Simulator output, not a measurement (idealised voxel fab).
The process module that follows is named voxel trench capacitor.
Cross-section cut spans 165 nm and uses square cells 5 nm in size.
Cross-section layout: square cells on a grid; listed as bands, top to bottom; a band spans one or more cell rows.
Band: top and bottom heights (nm) first, top before bottom; then materials from left to right, widths in nm. "full width" marks a sole material filling the band edge to edge. "blank" denotes empty space.
Zero point of the height axis is 0; under it, received wafer = one material. Lowest band: continues down indefinitely, "from 0 down".
It should be noted that a width expressed as "30 to 40" varies in equal increments from row to row of cells within the band, taking the value of the first number at the top row and that of the second number at the bottom row.
For the purposes of this document, the phrase "no alteration" attached to a step denotes that no cell within the cross-section was modified by that step.
Cavities, closed: empty space of 8 cells or more with no open way to the top, each as width x height at its distance from the left edge, in nm
If you see something after the settings on a step's line, that's the simulator's own remark about that step.
A step line may carry the setting "overlay nm", which, for steps involving a mask, states the distance by which the mask lay to the right of its intended position; negative values denote displacement to the left.
## Listed below are the process steps as planned
1 RECEIVE, material Si
2 CONFORMAL_DEP, material SiN, thk nm 5
3 DIRECTIONAL_DEP, material aC, thk nm 15
4 PATTERN, tone open, mask id TRENCH, material resist, width nm 15, pitch nm 40, thk nm 35, overlay nm 0
5 DIRECTIONAL_ETCH, etch materials aC, depth nm 15
6 STRIP, etch materials resist
7 DIRECTIONAL_ETCH, etch materials SiN, depth nm 5
8 DIRECTIONAL_ETCH, etch materials Si, depth nm 40
9 STRIP, etch materials aC
10 CONFORMAL_DEP, material Al2O3, thk nm 5
11 FILL_DEP, material polySi, thk nm 5
12 CMP, height nm 5
## Here's what the wafer looked like in cross-section when it arrived - that's after step 1
  from 0 down = Si full width
  Cavities, closed: none
## Post-module cross-section: identical start and plan to those above, one misstep in execution
  from 5 to 0 = polySi=30 / Al2O3=5 / SiN=15 / Al2O3=5 / polySi=15 / Al2O3=5 / SiN=15 / Al2O3=5 / polySi=15 / Al2O3=5 / SiN=15 / Al2O3=5 / polySi=30
  from 0 to -35 = polySi=30 / Al2O3=5 / Si=15 / Al2O3=5 / polySi=15 / Al2O3=5 / Si=15 / Al2O3=5 / polySi=15 / Al2O3=5 / Si=15 / Al2O3=5 / polySi=30
  from -35 to -40 = Al2O3=35 / Si=15 / Al2O3=25 / Si=15 / Al2O3=25 / Si=15 / Al2O3=35
  from -40 down = Si full width
  Cavities, closed: none
In executing the process, a mistake was made relative to the plan: step 4 changed vs plan, executed as PATTERN, tone cover, mask id TRENCH, material resist, width nm 15, pitch nm 40, thk nm 35, overlay nm 0
